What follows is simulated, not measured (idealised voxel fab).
process module | voxel self aligned vias
cross-section cut | 210 nm wide | cells 5 nm
A cross-section is a grid of square cells, given in bands from the top down. A band is one or more rows of cells.
Each band's line starts with the height of the band's top and of its bottom, in nm. Then come its materials from left to right, each with its width in nm. One material with "throughout" fills the band from edge to edge. "air" is empty space.
Height 0 is the level under which the wafer as received is all one material. The lowest band goes on downwards, as in "0 down".
A width such as "30 to 40" changes by the same amount from each row of cells to the next, from the band's top row to its bottom row.
"no change" after a step means that no cell of the cross-section changed.
closed voids: empty space of 8 cells or more with no open way to the top, each as width x height at its distance from the left edge, in nm
after a step's settings: what the simulator itself notes on the step
overlay nm, on a step with a mask: how far to the right of its planned place the mask lay; to the left if negative
Each pair below shows a cross-section before one step and the cross-section after it, down to the lowest band that changed. The line under each pair gives the step between them, with its settings. The pairs can come from different runs of this module on the same starting wafer, so a pair continues from the pair above only where its "before" says so.
before
  0 down: Si throughout
  closed voids: none
after
  10 to 0: SiO2 throughout
  below 0: unchanged
  closed voids: none
the step between: op CONFORMAL_DEP | material SiO2 | thk nm 10
before: the cross-section after the pair above
after
  15 to 10: SiCN throughout
  below 10: unchanged
  closed voids: none
the step between: op CONFORMAL_DEP | material SiCN | thk nm 5
before: the cross-section after the pair above
after
  45 to 15: SiO2 throughout
  below 15: unchanged
  closed voids: none
the step between: op DIRECTIONAL_DEP | material SiO2 | thk nm 30
before: the cross-section after the pair above
after
  45 to 15: SiO2 65 | air 20 | SiO2 40 | air 20 | SiO2 65
  below 15: unchanged
  closed voids: none
the step between: op MASKED_ETCH | tone open | mask id LINES | width nm 20 | pitch nm 60 | etch materials SiO2 | depth nm 30 | overlay nm 0
before: the cross-section after the pair above
after
  50 to 45: TiN 70 | air 10 | TiN 50 | air 10 | TiN 70
  45 to 20: SiO2 65 | TiN 5 | air 10 | TiN 5 | SiO2 40 | TiN 5 | air 10 | TiN 5 | SiO2 65
  20 to 15: SiO2 65 | TiN 20 | SiO2 40 | TiN 20 | SiO2 65
  below 15: unchanged
  closed voids: none
the step between: op CONFORMAL_DEP | material TiN | thk nm 5
before: the cross-section after the pair above
after
  55 to 50: W throughout
  50 to 45: TiN 70 | W 10 | TiN 50 | W 10 | TiN 70
  45 to 20: SiO2 65 | TiN 5 | W 10 | TiN 5 | SiO2 40 | TiN 5 | W 10 | TiN 5 | SiO2 65
  below 20: unchanged
  closed voids: none
the step between: op FILL_DEP | material W | thk nm 5
before: the cross-section after the pair above
after
  45 to 20: SiO2 65 | TiN 5 | W 10 | TiN 5 | SiO2 40 | TiN 5 | W 10 | TiN 5 | SiO2 65
  below 20: unchanged
  closed voids: none
the step between: op CMP | height nm 45
before: the cross-section after the pair above
after
  45 to 40: SiO2 65 | air 20 | SiO2 40 | air 20 | SiO2 65
  below 40: unchanged
  closed voids: none
the step between: op SELECTIVE_ETCH | etch materials W Ru TiN | depth nm 5
before: the cross-section after the pair above
after
  55 to 45: SiN throughout
  45 to 40: SiO2 65 | SiN 20 | SiO2 40 | SiN 20 | SiO2 65
  below 40: unchanged
  closed voids: none
the step between: op FILL_DEP | material SiN | thk nm 10
before: the cross-section after the pair above
after
  45 to 40: SiO2 65 | SiN 20 | SiO2 40 | SiN 20 | SiO2 65
  below 40: unchanged
  closed voids: none
the step between: op CMP | height nm 45
before: the cross-section after the pair above
after
  60 to 45: SiO2 throughout
  below 45: unchanged
  closed voids: none
the step between: op DIRECTIONAL_DEP | material SiO2 | thk nm 15
before: the cross-section after the pair above
after
  80 to 60: resist 60 | air 30 | resist 120
  below 60: unchanged
  closed voids: none
the step between: op PATTERN | tone open | mask id VIAS | material resist | width nm 30 | thk nm 20 | overlay nm 0
before: the cross-section after the pair above
after
  80 to 60: resist 60 | air 30 | resist 120
  60 to 45: SiO2 60 | air 30 | SiO2 120
  below 45: unchanged
  closed voids: none
the step between: op DIRECTIONAL_ETCH | etch materials SiO2 | depth nm 15
before: the cross-section after the pair above
after
  80 to 60: resist 60 | air 30 | resist 120
  60 to 45: SiO2 60 | air 30 | SiO2 120
  45 to 40: SiO2 65 | air 20 | SiO2 40 | SiN 20 | SiO2 65
  below 40: unchanged
  closed voids: none
the step between: op DIRECTIONAL_ETCH | etch materials SiN | depth nm 5
before: the cross-section after the pair above
after
  60 to 45: SiO2 60 | air 30 | SiO2 120
  below 45: unchanged
  closed voids: none
the step between: op STRIP | etch materials resist
before: the cross-section after the pair above
after
  65 to 60: TiN 65 | air 20 | TiN 125
  60 to 50: SiO2 60 | TiN 5 | air 20 | TiN 5 | SiO2 120
  50 to 45: SiO2 60 | TiN 10 | air 10 | TiN 10 | SiO2 120
  45 to 40: SiO2 65 | TiN 20 | SiO2 40 | SiN 20 | SiO2 65
  below 40: unchanged
  closed voids: none
the step between: op CONFORMAL_DEP | material TiN | thk nm 5
before: the cross-section after the pair above
after
  70 to 65: Ru throughout
  65 to 60: TiN 65 | Ru 20 | TiN 125
  60 to 50: SiO2 60 | TiN 5 | Ru 20 | TiN 5 | SiO2 120
  50 to 45: SiO2 60 | TiN 10 | Ru 10 | TiN 10 | SiO2 120
  below 45: unchanged
  closed voids: none
the step between: op FILL_DEP | material Ru | thk nm 5
before: the cross-section after the pair above
after
  60 to 50: SiO2 60 | TiN 5 | Ru 20 | TiN 5 | SiO2 120
  below 50: unchanged
  closed voids: none
the step between: op CMP | height nm 60
before: the cross-section after the pair above
after
  65 to 60: SiN throughout
  below 60: unchanged
  closed voids: none
the step between: op CONFORMAL_DEP | material SiN | thk nm 5
before
  0 down: Si throughout
  closed voids: none
after
  5 to 0: SiCN throughout
  below 0: unchanged
  closed voids: none
the step between: op CONFORMAL_DEP | material SiCN | thk nm 5
before: the cross-section after the pair above
after
  35 to 5: SiO2 throughout
  below 5: unchanged
  closed voids: none
the step between: op DIRECTIONAL_DEP | material SiO2 | thk nm 30
before: the cross-section after the pair above
after
  35 to 5: SiO2 65 | air 20 | SiO2 40 | air 20 | SiO2 65
  below 5: unchanged
  closed voids: none
the step between: op MASKED_ETCH | tone open | mask id LINES | width nm 20 | pitch nm 60 | etch materials SiO2 | depth nm 30 | overlay nm 0
before: the cross-section after the pair above
after
  40 to 35: TiN 70 | air 10 | TiN 50 | air 10 | TiN 70
  35 to 10: SiO2 65 | TiN 5 | air 10 | TiN 5 | SiO2 40 | TiN 5 | air 10 | TiN 5 | SiO2 65
  10 to 5: SiO2 65 | TiN 20 | SiO2 40 | TiN 20 | SiO2 65
  below 5: unchanged
  closed voids: none
the step between: op CONFORMAL_DEP | material TiN | thk nm 5
before: the cross-section after the pair above
after
  45 to 40: W throughout
  40 to 35: TiN 70 | W 10 | TiN 50 | W 10 | TiN 70
  35 to 10: SiO2 65 | TiN 5 | W 10 | TiN 5 | SiO2 40 | TiN 5 | W 10 | TiN 5 | SiO2 65
  below 10: unchanged
  closed voids: none
the step between: op FILL_DEP | material W | thk nm 5
before: the cross-section after the pair above
after
  40 to 35: TiN 70 | W 10 | TiN 50 | W 10 | TiN 70
  below 35: unchanged
  closed voids: none
the step between: op SELECTIVE_ETCH | etch materials W Ru TiN | depth nm 5
before: the cross-section after the pair above
after
  50 to 40: SiN throughout
  below 40: unchanged
  closed voids: none
the step between: op FILL_DEP | material SiN | thk nm 10
before: the cross-section after the pair above
after
  45 to 40: SiN throughout
  below 40: unchanged
  closed voids: none
the step between: op CMP | height nm 45
before: the cross-section after the pair above
after
  60 to 45: SiO2 throughout
  below 45: unchanged
  closed voids: none
the step between: op DIRECTIONAL_DEP | material SiO2 | thk nm 15
before: the cross-section after the pair above
after
  80 to 60: resist 60 | air 30 | resist 120
  below 60: unchanged
  closed voids: none
the step between: op PATTERN | tone open | mask id VIAS | material resist | width nm 30 | thk nm 20 | overlay nm 0
before: the cross-section after the pair above
after
  80 to 60: resist 60 | air 30 | resist 120
  60 to 45: SiO2 60 | air 30 | SiO2 120
  below 45: unchanged
  closed voids: none
the step between: op DIRECTIONAL_ETCH | etch materials SiO2 | depth nm 15
before: the cross-section after the pair above
after
  80 to 60: resist 60 | air 30 | resist 120
  60 to 45: SiO2 60 | air 30 | SiO2 120
  45 to 40: SiN 60 | air 30 | SiN 120
  below 40: unchanged
  closed voids: none
the step between: op DIRECTIONAL_ETCH | etch materials SiN | depth nm 5
before: the cross-section after the pair above
after
  60 to 45: SiO2 60 | air 30 | SiO2 120
  below 45: unchanged
  closed voids: none
the step between: op STRIP | etch materials resist
before: the cross-section after the pair above
after
  65 to 60: TiN 65 | air 20 | TiN 125
  60 to 45: SiO2 60 | TiN 5 | air 20 | TiN 5 | SiO2 120
  45 to 40: SiN 60 | TiN 30 | SiN 120
  below 40: unchanged
  closed voids: none
the step between: op CONFORMAL_DEP | material TiN | thk nm 5
before: the cross-section after the pair above
after
  70 to 65: Ru throughout
  65 to 60: TiN 65 | Ru 20 | TiN 125
  60 to 45: SiO2 60 | TiN 5 | Ru 20 | TiN 5 | SiO2 120
  below 45: unchanged
  closed voids: none
the step between: op FILL_DEP | material Ru | thk nm 5
before: the cross-section after the pair above
after
  60 to 45: SiO2 60 | TiN 5 | Ru 20 | TiN 5 | SiO2 120
  below 45: unchanged
  closed voids: none
the step between: op CMP | height nm 60
before: the cross-section after the pair above
after
  65 to 60: SiN throughout
  below 60: unchanged
  closed voids: none
the step between: op CONFORMAL_DEP | material SiN | thk nm 5
before
  80 to 60: resist 60 | air 30 | resist 120
  60 to 45: SiO2 60 | air 30 | SiO2 120
  45 to 40: SiO2 65 | SiN 20 | SiO2 40 | SiN 20 | SiO2 65
  40 to 20: SiO2 65 | TiN 5 | W 10 | TiN 5 | SiO2 40 | TiN 5 | W 10 | TiN 5 | SiO2 65
  20 to 15: SiO2 65 | TiN 20 | SiO2 40 | TiN 20 | SiO2 65
  15 to 10: SiCN throughout
  10 to 0: SiO2 throughout
  0 down: Si throughout
  closed voids: none
after
  80 to 60: resist 60 | air 30 | resist 120
  60 to 45: SiO2 60 | air 30 | SiO2 120
  45 to 40: SiO2 60 | air 5 | SiN 20 | air 5 | SiO2 35 | SiN 20 | SiO2 65
  40 to 30: SiO2 60 | air 5 | TiN 5 | W 10 | TiN 5 | air 5 | SiO2 35 | TiN 5 | W 10 | TiN 5 | SiO2 65
  below 30: unchanged
  closed voids: none
the step between: op DIRECTIONAL_ETCH | etch materials SiO2 | depth nm 15
before: the cross-section after the pair above
after
  80 to 60: resist 60 | air 30 | resist 120
  60 to 45: SiO2 60 | air 30 | SiO2 120
  45 to 40: SiO2 60 | air 30 | SiO2 35 | SiN 20 | SiO2 65
  below 40: unchanged
  closed voids: none
the step between: op DIRECTIONAL_ETCH | etch materials SiN | depth nm 5
before: the cross-section after the pair above
after
  60 to 45: SiO2 60 | air 30 | SiO2 120
  below 45: unchanged
  closed voids: none
the step between: op STRIP | etch materials resist
before: the cross-section after the pair above
after
  65 to 60: TiN 65 | air 20 | TiN 125
  60 to 45: SiO2 60 | TiN 5 | air 20 | TiN 5 | SiO2 120
  45 to 40: SiO2 60 | TiN 30 | SiO2 35 | SiN 20 | SiO2 65
  40 to 30: SiO2 60 | TiN 10 | W 10 | TiN 10 | SiO2 35 | TiN 5 | W 10 | TiN 5 | SiO2 65
  below 30: unchanged
  closed voids: none
the step between: op CONFORMAL_DEP | material TiN | thk nm 5
before: the cross-section after the pair above
after
  70 to 65: Ru throughout
  65 to 60: TiN 65 | Ru 20 | TiN 125
  60 to 45: SiO2 60 | TiN 5 | Ru 20 | TiN 5 | SiO2 120
  below 45: unchanged
  closed voids: none
the step between: op FILL_DEP | material Ru | thk nm 5
before: the cross-section after the pair above
after
  60 to 45: SiO2 60 | TiN 5 | Ru 20 | TiN 5 | SiO2 120
  below 45: unchanged
  closed voids: none
the step between: op CMP | height nm 60
before: the cross-section after the pair above
after
  65 to 60: SiN throughout
  below 60: unchanged
  closed voids: none
the step between: op CONFORMAL_DEP | material SiN | thk nm 5
before
  5 to 0: SiCN throughout
  0 down: Si throughout
  closed voids: none
after
  15 to 5: SiO2 throughout
  below 5: unchanged
  closed voids: none
the step between: op CONFORMAL_DEP | material SiO2 | thk nm 10
before: the cross-section after the pair above
after
  45 to 5: SiO2 throughout
  below 5: unchanged
  closed voids: none
the step between: op DIRECTIONAL_DEP | material SiO2 | thk nm 30
before: the cross-section after the pair above
after
  45 to 15: SiO2 65 | air 20 | SiO2 40 | air 20 | SiO2 65
  below 15: unchanged
  closed voids: none
the step between: op MASKED_ETCH | tone open | mask id LINES | width nm 20 | pitch nm 60 | etch materials SiO2 | depth nm 30 | overlay nm 0
before: the cross-section after the pair above
after
  50 to 45: TiN 70 | air 10 | TiN 50 | air 10 | TiN 70
  45 to 20: SiO2 65 | TiN 5 | air 10 | TiN 5 | SiO2 40 | TiN 5 | air 10 | TiN 5 | SiO2 65
  20 to 15: SiO2 65 | TiN 20 | SiO2 40 | TiN 20 | SiO2 65
  below 15: unchanged
  closed voids: none
the step between: op CONFORMAL_DEP | material TiN | thk nm 5
before: the cross-section after the pair above
after
  55 to 50: W throughout
  50 to 45: TiN 70 | W 10 | TiN 50 | W 10 | TiN 70
  45 to 20: SiO2 65 | TiN 5 | W 10 | TiN 5 | SiO2 40 | TiN 5 | W 10 | TiN 5 | SiO2 65
  below 20: unchanged
  closed voids: none
the step between: op FILL_DEP | material W | thk nm 5
before: the cross-section after the pair above
after
  45 to 20: SiO2 65 | TiN 5 | W 10 | TiN 5 | SiO2 40 | TiN 5 | W 10 | TiN 5 | SiO2 65
  below 20: unchanged
  closed voids: none
the step between: op CMP | height nm 45
before: the cross-section after the pair above
after
  45 to 40: SiO2 65 | air 20 | SiO2 40 | air 20 | SiO2 65
  below 40: unchanged
  closed voids: none
the step between: op SELECTIVE_ETCH | etch materials W Ru TiN | depth nm 5
before: the cross-section after the pair above
after
  55 to 45: SiN throughout
  45 to 40: SiO2 65 | SiN 20 | SiO2 40 | SiN 20 | SiO2 65
  below 40: unchanged
  closed voids: none
the step between: op FILL_DEP | material SiN | thk nm 10
before: the cross-section after the pair above
after
  45 to 40: SiO2 65 | SiN 20 | SiO2 40 | SiN 20 | SiO2 65
  below 40: unchanged
  closed voids: none
the step between: op CMP | height nm 45
before: the cross-section after the pair above
after
  60 to 45: SiO2 throughout
  below 45: unchanged
  closed voids: none
the step between: op DIRECTIONAL_DEP | material SiO2 | thk nm 15
before: the cross-section after the pair above
after
  80 to 60: resist 60 | air 30 | resist 120
  below 60: unchanged
  closed voids: none
the step between: op PATTERN | tone open | mask id VIAS | material resist | width nm 30 | thk nm 20 | overlay nm 0
before: the cross-section after the pair above
after
  80 to 60: resist 60 | air 30 | resist 120
  60 to 45: SiO2 60 | air 30 | SiO2 120
  below 45: unchanged
  closed voids: none
the step between: op DIRECTIONAL_ETCH | etch materials SiO2 | depth nm 15
before: the cross-section after the pair above
after
  80 to 60: resist 60 | air 30 | resist 120
  60 to 45: SiO2 60 | air 30 | SiO2 120
  45 to 40: SiO2 65 | air 20 | SiO2 40 | SiN 20 | SiO2 65
  below 40: unchanged
  closed voids: none
the step between: op DIRECTIONAL_ETCH | etch materials SiN | depth nm 5
before: the cross-section after the pair above
after
  60 to 45: SiO2 60 | air 30 | SiO2 120
  below 45: unchanged
  closed voids: none
the step between: op STRIP | etch materials resist
before: the cross-section after the pair above
after
  65 to 60: TiN 65 | air 20 | TiN 125
  60 to 50: SiO2 60 | TiN 5 | air 20 | TiN 5 | SiO2 120
  50 to 45: SiO2 60 | TiN 10 | air 10 | TiN 10 | SiO2 120
  45 to 40: SiO2 65 | TiN 20 | SiO2 40 | SiN 20 | SiO2 65
  below 40: unchanged
  closed voids: none
the step between: op CONFORMAL_DEP | material TiN | thk nm 5
before: the cross-section after the pair above
after
  70 to 65: Ru throughout
  65 to 60: TiN 65 | Ru 20 | TiN 125
  60 to 50: SiO2 60 | TiN 5 | Ru 20 | TiN 5 | SiO2 120
  50 to 45: SiO2 60 | TiN 10 | Ru 10 | TiN 10 | SiO2 120
  below 45: unchanged
  closed voids: none
the step between: op FILL_DEP | material Ru | thk nm 5
before: the cross-section after the pair above
after
  60 to 50: SiO2 60 | TiN 5 | Ru 20 | TiN 5 | SiO2 120
  below 50: unchanged
  closed voids: none
the step between: op CMP | height nm 60
before: the cross-section after the pair above
after
  65 to 60: SiN throughout
  below 60: unchanged
  closed voids: none
the step between: op CONFORMAL_DEP | material SiN | thk nm 5
before
  70 to 65: Ru throughout
  65 to 60: TiN 65 | Ru 20 | TiN 125
  60 to 50: SiO2 60 | TiN 5 | Ru 20 | TiN 5 | SiO2 120
  50 to 45: SiO2 60 | TiN 10 | Ru 10 | TiN 10 | SiO2 120
  45 to 40: SiO2 65 | TiN 20 | SiO2 40 | SiN 20 | SiO2 65
  40 to 20: SiO2 65 | TiN 5 | W 10 | TiN 5 | SiO2 40 | TiN 5 | W 10 | TiN 5 | SiO2 65
  20 to 15: SiO2 65 | TiN 20 | SiO2 40 | TiN 20 | SiO2 65
  15 to 10: SiCN throughout
  10 to 0: SiO2 throughout
  0 down: Si throughout
  closed voids: none
after
  50 to 45: SiO2 60 | TiN 10 | Ru 10 | TiN 10 | SiO2 120
  below 45: unchanged
  closed voids: none
the step between: op CMP | height nm 50
before: the cross-section after the pair above
after
  55 to 50: SiN throughout
  below 50: unchanged
  closed voids: none
the step between: op CONFORMAL_DEP | material SiN | thk nm 5
before
  45 to 15: SiO2 throughout
  15 to 10: SiCN throughout
  10 to 0: SiO2 throughout
  0 down: Si throughout
  closed voids: none
after
  45 to 15: SiO2 70 | air 15 | SiO2 45 | air 15 | SiO2 65
  below 15: unchanged
  closed voids: none
the step between: op MASKED_ETCH | tone open | mask id LINES | width nm 15 | pitch nm 60 | etch materials SiO2 | depth nm 30 | overlay nm 0
before: the cross-section after the pair above
after
  50 to 45: TiN 75 | air 5 | TiN 55 | air 5 | TiN 70
  45 to 20: SiO2 70 | TiN 5 | air 5 | TiN 5 | SiO2 45 | TiN 5 | air 5 | TiN 5 | SiO2 65
  20 to 15: SiO2 70 | TiN 15 | SiO2 45 | TiN 15 | SiO2 65
  below 15: unchanged
  closed voids: none
the step between: op CONFORMAL_DEP | material TiN | thk nm 5
before: the cross-section after the pair above
after
  55 to 50: W throughout
  50 to 45: TiN 75 | W 5 | TiN 55 | W 5 | TiN 70
  45 to 20: SiO2 70 | TiN 5 | W 5 | TiN 5 | SiO2 45 | TiN 5 | W 5 | TiN 5 | SiO2 65
  below 20: unchanged
  closed voids: none
the step between: op FILL_DEP | material W | thk nm 5
before: the cross-section after the pair above
after
  45 to 20: SiO2 70 | TiN 5 | W 5 | TiN 5 | SiO2 45 | TiN 5 | W 5 | TiN 5 | SiO2 65
  below 20: unchanged
  closed voids: none
the step between: op CMP | height nm 45
before: the cross-section after the pair above
after
  45 to 40: SiO2 70 | air 15 | SiO2 45 | air 15 | SiO2 65
  below 40: unchanged
  closed voids: none
the step between: op SELECTIVE_ETCH | etch materials W Ru TiN | depth nm 5
before: the cross-section after the pair above
after
  55 to 45: SiN throughout
  45 to 40: SiO2 70 | SiN 15 | SiO2 45 | SiN 15 | SiO2 65
  below 40: unchanged
  closed voids: none
the step between: op FILL_DEP | material SiN | thk nm 10
before: the cross-section after the pair above
after
  45 to 40: SiO2 70 | SiN 15 | SiO2 45 | SiN 15 | SiO2 65
  below 40: unchanged
  closed voids: none
the step between: op CMP | height nm 45
before: the cross-section after the pair above
after
  60 to 45: SiO2 throughout
  below 45: unchanged
  closed voids: none
the step between: op DIRECTIONAL_DEP | material SiO2 | thk nm 15
before: the cross-section after the pair above
after
  80 to 60: resist 60 | air 30 | resist 120
  below 60: unchanged
  closed voids: none
the step between: op PATTERN | tone open | mask id VIAS | material resist | width nm 30 | thk nm 20 | overlay nm 0
before: the cross-section after the pair above
after
  80 to 60: resist 60 | air 30 | resist 120
  60 to 45: SiO2 60 | air 30 | SiO2 120
  below 45: unchanged
  closed voids: none
the step between: op DIRECTIONAL_ETCH | etch materials SiO2 | depth nm 15
before: the cross-section after the pair above
after
  80 to 60: resist 60 | air 30 | resist 120
  60 to 45: SiO2 60 | air 30 | SiO2 120
  45 to 40: SiO2 70 | air 15 | SiO2 45 | SiN 15 | SiO2 65
  below 40: unchanged
  closed voids: none
the step between: op DIRECTIONAL_ETCH | etch materials SiN | depth nm 5
before: the cross-section after the pair above
after
  60 to 45: SiO2 60 | air 30 | SiO2 120
  below 45: unchanged
  closed voids: none
the step between: op STRIP | etch materials resist
before: the cross-section after the pair above
after
  65 to 60: TiN 65 | air 20 | TiN 125
  60 to 50: SiO2 60 | TiN 5 | air 20 | TiN 5 | SiO2 120
  50 to 45: SiO2 60 | TiN 15 | air 5 | TiN 10 | SiO2 120
  45 to 40: SiO2 70 | TiN 15 | SiO2 45 | SiN 15 | SiO2 65
  below 40: unchanged
  closed voids: none
the step between: op CONFORMAL_DEP | material TiN | thk nm 5
before: the cross-section after the pair above
after
  70 to 65: Ru throughout
  65 to 60: TiN 65 | Ru 20 | TiN 125
  60 to 50: SiO2 60 | TiN 5 | Ru 20 | TiN 5 | SiO2 120
  50 to 45: SiO2 60 | TiN 15 | Ru 5 | TiN 10 | SiO2 120
  below 45: unchanged
  closed voids: none
the step between: op FILL_DEP | material Ru | thk nm 5
before: the cross-section after the pair above
after
  60 to 50: SiO2 60 | TiN 5 | Ru 20 | TiN 5 | SiO2 120
  below 50: unchanged
  closed voids: none
the step between: op CMP | height nm 60
before: the cross-section after the pair above
after
  65 to 60: SiN throughout
  below 60: unchanged
  closed voids: none
the step between: op CONFORMAL_DEP | material SiN | thk nm 5
before
  45 to 15: SiO2 throughout
  15 to 10: SiCN throughout
  10 to 0: SiO2 throughout
  0 down: Si throughout
  closed voids: none
after
  45 to 15: SiO2 75 | air 20 | SiO2 40 | air 20 | SiO2 55
  below 15: unchanged
  closed voids: none
the step between: op MASKED_ETCH | tone open | mask id LINES | width nm 20 | pitch nm 60 | etch materials SiO2 | depth nm 30 | overlay nm 10
before: the cross-section after the pair above
after
  50 to 45: TiN 80 | air 10 | TiN 50 | air 10 | TiN 60
  45 to 20: SiO2 75 | TiN 5 | air 10 | TiN 5 | SiO2 40 | TiN 5 | air 10 | TiN 5 | SiO2 55
  20 to 15: SiO2 75 | TiN 20 | SiO2 40 | TiN 20 | SiO2 55
  below 15: unchanged
  closed voids: none
the step between: op CONFORMAL_DEP | material TiN | thk nm 5
before: the cross-section after the pair above
after
  55 to 50: W throughout
  50 to 45: TiN 80 | W 10 | TiN 50 | W 10 | TiN 60
  45 to 20: SiO2 75 | TiN 5 | W 10 | TiN 5 | SiO2 40 | TiN 5 | W 10 | TiN 5 | SiO2 55
  below 20: unchanged
  closed voids: none
the step between: op FILL_DEP | material W | thk nm 5
before: the cross-section after the pair above
after
  45 to 20: SiO2 75 | TiN 5 | W 10 | TiN 5 | SiO2 40 | TiN 5 | W 10 | TiN 5 | SiO2 55
  below 20: unchanged
  closed voids: none
the step between: op CMP | height nm 45
before: the cross-section after the pair above
after
  45 to 40: SiO2 75 | air 20 | SiO2 40 | air 20 | SiO2 55
  below 40: unchanged
  closed voids: none
the step between: op SELECTIVE_ETCH | etch materials W Ru TiN | depth nm 5
before: the cross-section after the pair above
after
  55 to 45: SiN throughout
  45 to 40: SiO2 75 | SiN 20 | SiO2 40 | SiN 20 | SiO2 55
  below 40: unchanged
  closed voids: none
the step between: op FILL_DEP | material SiN | thk nm 10
before: the cross-section after the pair above
after
  45 to 40: SiO2 75 | SiN 20 | SiO2 40 | SiN 20 | SiO2 55
  below 40: unchanged
  closed voids: none
the step between: op CMP | height nm 45
before: the cross-section after the pair above
after
  60 to 45: SiO2 throughout
  below 45: unchanged
  closed voids: none
the step between: op DIRECTIONAL_DEP | material SiO2 | thk nm 15
before: the cross-section after the pair above
after
  80 to 60: resist 60 | air 30 | resist 120
  below 60: unchanged
  closed voids: none
the step between: op PATTERN | tone open | mask id VIAS | material resist | width nm 30 | thk nm 20 | overlay nm 0
before: the cross-section after the pair above
after
  80 to 60: resist 60 | air 30 | resist 120
  60 to 45: SiO2 60 | air 30 | SiO2 120
  below 45: unchanged
  closed voids: none
the step between: op DIRECTIONAL_ETCH | etch materials SiO2 | depth nm 15
before: the cross-section after the pair above
after
  80 to 60: resist 60 | air 30 | resist 120
  60 to 45: SiO2 60 | air 30 | SiO2 120
  45 to 40: SiO2 75 | air 15 | SiN 5 | SiO2 40 | SiN 20 | SiO2 55
  below 40: unchanged
  closed voids: none
the step between: op DIRECTIONAL_ETCH | etch materials SiN | depth nm 5
before: the cross-section after the pair above
after
  60 to 45: SiO2 60 | air 30 | SiO2 120
  below 45: unchanged
  closed voids: none
the step between: op STRIP | etch materials resist
before: the cross-section after the pair above
after
  65 to 60: TiN 65 | air 20 | TiN 125
  60 to 50: SiO2 60 | TiN 5 | air 20 | TiN 5 | SiO2 120
  50 to 45: SiO2 60 | TiN 20 | air 5 | TiN 5 | SiO2 120
  45 to 40: SiO2 75 | TiN 15 | SiN 5 | SiO2 40 | SiN 20 | SiO2 55
  below 40: unchanged
  closed voids: none
the step between: op CONFORMAL_DEP | material TiN | thk nm 5
before: the cross-section after the pair above
after
  70 to 65: Ru throughout
  65 to 60: TiN 65 | Ru 20 | TiN 125
  60 to 50: SiO2 60 | TiN 5 | Ru 20 | TiN 5 | SiO2 120
  50 to 45: SiO2 60 | TiN 20 | Ru 5 | TiN 5 | SiO2 120
  below 45: unchanged
  closed voids: none
the step between: op FILL_DEP | material Ru | thk nm 5
before: the cross-section after the pair above
after
  60 to 50: SiO2 60 | TiN 5 | Ru 20 | TiN 5 | SiO2 120
  below 50: unchanged
  closed voids: none
the step between: op CMP | height nm 60
before: the cross-section after the pair above
after
  65 to 60: SiN throughout
  below 60: unchanged
  closed voids: none
the step between: op CONFORMAL_DEP | material SiN | thk nm 5
before
  45 to 40: SiO2 65 | SiN 20 | SiO2 40 | SiN 20 | SiO2 65
  40 to 20: SiO2 65 | TiN 5 | W 10 | TiN 5 | SiO2 40 | TiN 5 | W 10 | TiN 5 | SiO2 65
  20 to 15: SiO2 65 | TiN 20 | SiO2 40 | TiN 20 | SiO2 65
  15 to 10: SiCN throughout
  10 to 0: SiO2 throughout
  0 down: Si throughout
  closed voids: none
after
  60 to 45: Ru throughout
  below 45: unchanged
  closed voids: none
the step between: op DIRECTIONAL_DEP | material Ru | thk nm 15
before: the cross-section after the pair above
after
  80 to 60: resist 60 | air 30 | resist 120
  below 60: unchanged
  closed voids: none
the step between: op PATTERN | tone open | mask id VIAS | material resist | width nm 30 | thk nm 20 | overlay nm 0
before: the cross-section after the pair above
after
  60 to 45: Ru throughout
  below 45: unchanged
  closed voids: none
the step between: op STRIP | etch materials resist
before: the cross-section after the pair above
after
  65 to 60: TiN throughout
  below 60: unchanged
  closed voids: none
the step between: op CONFORMAL_DEP | material TiN | thk nm 5
before: the cross-section after the pair above
after
  70 to 65: Ru throughout
  below 65: unchanged
  closed voids: none
the step between: op FILL_DEP | material Ru | thk nm 5
before: the cross-section after the pair above
after
  60 to 45: Ru throughout
  below 45: unchanged
  closed voids: none
the step between: op CMP | height nm 60
before: the cross-section after the pair above
after
  65 to 60: SiN throughout
  below 60: unchanged
  closed voids: none
the step between: op CONFORMAL_DEP | material SiN | thk nm 5
before
  60 to 45: SiO2 throughout
  45 to 40: SiO2 65 | SiN 20 | SiO2 40 | SiN 20 | SiO2 65
  40 to 20: SiO2 65 | TiN 5 | W 10 | TiN 5 | SiO2 40 | TiN 5 | W 10 | TiN 5 | SiO2 65
  20 to 15: SiO2 65 | TiN 20 | SiO2 40 | TiN 20 | SiO2 65
  15 to 10: SiCN throughout
  10 to 0: SiO2 throughout
  0 down: Si throughout
  closed voids: none
after
  80 to 60: air 60 | resist 30 | air 120
  below 60: unchanged
  closed voids: none
the step between: op PATTERN | tone cover | mask id VIAS | material resist | width nm 30 | thk nm 20 | overlay nm 0
before: the cross-section after the pair above
after
  80 to 60: air 60 | resist 30 | air 120
  60 to 45: air 60 | SiO2 30 | air 120
  below 45: unchanged
  closed voids: none
the step between: op DIRECTIONAL_ETCH | etch materials SiO2 | depth nm 15
before: the cross-section after the pair above
after
  80 to 60: air 60 | resist 30 | air 120
  60 to 45: air 60 | SiO2 30 | air 120
  45 to 40: SiO2 65 | SiN 20 | SiO2 40 | air 20 | SiO2 65
  below 40: unchanged
  closed voids: none
the step between: op DIRECTIONAL_ETCH | etch materials SiN | depth nm 5
before: the cross-section after the pair above
after
  60 to 45: air 60 | SiO2 30 | air 120
  below 45: unchanged
  closed voids: none
the step between: op STRIP | etch materials resist
before: the cross-section after the pair above
after
  65 to 60: air 55 | TiN 40 | air 115
  60 to 50: air 55 | TiN 5 | SiO2 30 | TiN 5 | air 115
  50 to 45: TiN 60 | SiO2 30 | TiN 40 | air 10 | TiN 70
  45 to 40: SiO2 65 | SiN 20 | SiO2 40 | TiN 20 | SiO2 65
  below 40: unchanged
  closed voids: none
the step between: op CONFORMAL_DEP | material TiN | thk nm 5
before: the cross-section after the pair above
after
  70 to 65: Ru throughout
  65 to 60: Ru 55 | TiN 40 | Ru 115
  60 to 50: Ru 55 | TiN 5 | SiO2 30 | TiN 5 | Ru 115
  50 to 45: TiN 60 | SiO2 30 | TiN 40 | Ru 10 | TiN 70
  below 45: unchanged
  closed voids: none
the step between: op FILL_DEP | material Ru | thk nm 5
before: the cross-section after the pair above
after
  60 to 50: Ru 55 | TiN 5 | SiO2 30 | TiN 5 | Ru 115
  below 50: unchanged
  closed voids: none
the step between: op CMP | height nm 60
before: the cross-section after the pair above
after
  65 to 60: SiN throughout
  below 60: unchanged
  closed voids: none
the step between: op CONFORMAL_DEP | material SiN | thk nm 5
